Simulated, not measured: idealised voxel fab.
Proc. module: voxel fin reveal
Square cell edge 5 nm, section width 200 nm, ID cut.
If you're reading a cross-section in this doc, picture square cells in a grid; it comes to you as bands, top ones listed first down to the bottom, and a band can be one or more rows of cells.
For a band, the entry starts with two heights in nm, that of the top and then that of the bottom, and carries on with the band's materials in order from left to right, each alongside its width in nm; the word "full width" beside a single material means it fills the band edge to edge, and "empty" means empty space.
Ref level 0: as-received wafer is one material below here. Bottom band extends down with no lower bound ("0 and below").
With a width like "30..40", each row of cells in the band differs from the next by the same amount, the top row carrying the first number and the bottom row the second.
Given "all unchanged" for a step, no cell of the cross-section differs between before and after that step.
Each empty space that has no open way to the top and spans at least 8 cells appears under "Enclosed void listing" as width x height at distance, the distance counted from the left edge, all in nm.
On each step's line, the part that comes after the settings is the simulator's own comment on the step.
"overlay nm" answers the question of how far to the right of plan the mask lay on a step that has a mask, and when it is negative the answer is to the left.

### Below is the list of planned process steps
1,RECEIVE with material Si
2,CONFORMAL_DEP with material SiN, thk nm 5
3,PATTERN with tone cover, mask id FINS, material resist, width nm 15, pitch nm 45, thk nm 20, overlay nm 0
4,DIRECTIONAL_ETCH with etch materials SiN, depth nm 5
5,DIRECTIONAL_ETCH with etch materials Si, depth nm 35
6,STRIP with etch materials resist
7,FILL_DEP with material SiO2, thk nm 5
8,CMP with height nm 5
9,SELECTIVE_ETCH with etch materials SiO2, depth nm 20
10,STRIP with etch materials SiN
11,CONFORMAL_DEP with material HfO2, thk nm 5

### Shown in cross-section is the wafer as received, that is, as it stands after step 1
- 0 and below  Si full width
- Enclosed void listing: none

### Wafer cross-section at module end: first of two, run to plan
- 5 down to 0  empty=65, then HfO2=25, then empty=20, then HfO2=25, then empty=65
- 0 down to -10  empty=65, then HfO2=5, then Si=15, then HfO2=5, then empty=20, then HfO2=5, then Si=15, then HfO2=5, then empty=65
- -10 down to -15  HfO2=70, then Si=15, then HfO2=30, then Si=15, then HfO2=70
- -15 down to -35  SiO2=70, then Si=15, then SiO2=30, then Si=15, then SiO2=70
- -35 and below  Si full width
- Enclosed void listing: none

### So this is wafer number two of the two, cut at the end of the module - it started where the first did and had the same plan, we just got one thing wrong running it
- 15 down to 0  empty=55, then HfO2=90, then empty=55
- 0 down to -15  HfO2=70, then Si=15, then HfO2=30, then Si=15, then HfO2=70
- -15 down to -35  SiO2=70, then Si=15, then SiO2=30, then Si=15, then SiO2=70
- -35 and below  Si full width
- Enclosed void listing: none
What broke from the plan during processing? the process deviated at step 11: the operation and settings actually run there were CONFORMAL_DEP with material HfO2, thk nm 15
Materials where the second wafer ends with more or fewer cells than the first: HfO2: 104 more
